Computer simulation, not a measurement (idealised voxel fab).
Process module under the name voxel self aligned vias
FYI the section here is cut, 265 nm wide, cells are 5 nm squares.
Square cells in a grid make up a cross-section in this document, and the grid is given as bands, listed from the top down, each one or more rows of cells.
Basically the band line says how high the top is and how high the bottom is, in nm, and then what's in it from left to right, every material with its width in nm. Empty space shows up as "blank", and if a single material carries "everywhere" it runs the full band edge to edge.
The level at which height equals 0 is the one under which the wafer, as it arrives, is entirely one material. No lower edge exists for the bottom band, which continues downward and is notated as in "0 nm and below".
A width such as "30->40" changes by the same amount from each row of cells to the next, from the band's top row to its bottom row.
Step note "same as before" = no cross-section cell changed.
Empty spaces without an open route to the top, at least 8 cells in extent, make up the entry "Enclosed internal voids"; each is given as width x height at distance, where the distance is measured from the left edge, and all are in nm.
after a step's settings: what the simulator itself notes on the step
overlay nm, on a step with a mask: how far to the right of its planned place the mask lay; to the left if negative
Intended process steps
1) RECEIVE | material Si
2) CONFORMAL_DEP | material SiO2 | thk nm 15
3) CONFORMAL_DEP | material SiCN | thk nm 5
4) DIRECTIONAL_DEP | material SiO2 | thk nm 30
5) MASKED_ETCH | tone open | mask id LINES | width nm 25 | pitch nm 60 | etch materials SiO2 | depth nm 30 | overlay nm 0
6) CONFORMAL_DEP | material TiN | thk nm 5
7) FILL_DEP | material W | thk nm 5
8) CMP | height nm 50
9) SELECTIVE_ETCH | etch materials W Ru TiN | depth nm 10
10) FILL_DEP | material SiN | thk nm 10
11) CMP | height nm 50
12) DIRECTIONAL_DEP | material SiO2 | thk nm 15
13) MASKED_ETCH | tone open | mask id VIAS | width nm 45 | pitch nm 60 | etch materials SiO2 | depth nm 15 | overlay nm 0
14) MASKED_ETCH | tone open | mask id VIAS | width nm 45 | pitch nm 60 | etch materials SiN | depth nm 10 | overlay nm 0
15) CONFORMAL_DEP | material TiN | thk nm 5
16) FILL_DEP | material Ru | thk nm 5
17) CMP | height nm 65
18) CONFORMAL_DEP | material SiCN | thk nm 5
This is the cross-section of the wafer as we received it, i.e. after step 1
- 0 nm and below  Si everywhere
- Enclosed internal voids: none
First of two wafers: cross-section at end of module, run per plan
- 70 nm to 65 nm  SiCN everywhere
- 65 nm to 55 nm  SiO2 50  TiN 5  Ru 35  TiN 5  SiO2 15  TiN 5  Ru 35  TiN 5  SiO2 15  TiN 5  Ru 35  TiN 5  SiO2 50
- 55 nm to 45 nm  SiO2 50->60  TiN 15->5  Ru 15  TiN 15->5  SiO2 15->35  TiN 15->5  Ru 15  TiN 15->5  SiO2 15->35  TiN 15->5  Ru 15  TiN 15->5  SiO2 50->60
- 45 nm to 40 nm  SiO2 60  TiN 25  SiO2 35  TiN 25  SiO2 35  TiN 25  SiO2 60
- 40 nm to 25 nm  SiO2 60  TiN 5  W 15  TiN 5  SiO2 35  TiN 5  W 15  TiN 5  SiO2 35  TiN 5  W 15  TiN 5  SiO2 60
- 25 nm to 20 nm  SiO2 60  TiN 25  SiO2 35  TiN 25  SiO2 35  TiN 25  SiO2 60
- 20 nm to 15 nm  SiCN everywhere
- 15 nm to 0 nm  SiO2 everywhere
- 0 nm and below  Si everywhere
- Enclosed internal voids: none
second wafer at the end: like start, like plan, one mistake
- 70 nm to 65 nm  SiCN everywhere
- 65 nm to 55 nm  SiO2 50  TiN 5  Ru 35  TiN 5  SiO2 15  TiN 5  Ru 35  TiN 5  SiO2 15  TiN 5  Ru 35  TiN 5  SiO2 50
- 55 nm to 45 nm  SiO2 50->70  TiN 25->5  Ru 15  TiN 5  SiO2 15->35  TiN 25->5  Ru 15  TiN 5  SiO2 15->35  TiN 25->5  Ru 15  TiN 5  SiO2 50
- 45 nm to 40 nm  SiO2 70  TiN 25  SiO2 35  TiN 25  SiO2 35  TiN 25  SiO2 50
- 40 nm to 25 nm  SiO2 70  TiN 5  W 15  TiN 5  SiO2 35  TiN 5  W 15  TiN 5  SiO2 35  TiN 5  W 15  TiN 5  SiO2 50
- 25 nm to 20 nm  SiO2 70  TiN 25  SiO2 35  TiN 25  SiO2 35  TiN 25  SiO2 50
- 20 nm to 15 nm  SiCN everywhere
- 15 nm to 0 nm  SiO2 everywhere
- 0 nm and below  Si everywhere
- Enclosed internal voids: none
Plan not followed: the process deviated at step 5: the operation and settings actually run there were MASKED_ETCH | tone open | mask id LINES | width nm 25 | pitch nm 60 | etch materials SiO2 | depth nm 30 | overlay nm 10
Matching per-material cell counts, mismatched positions: that is how the second wafer compares with the first at the end.
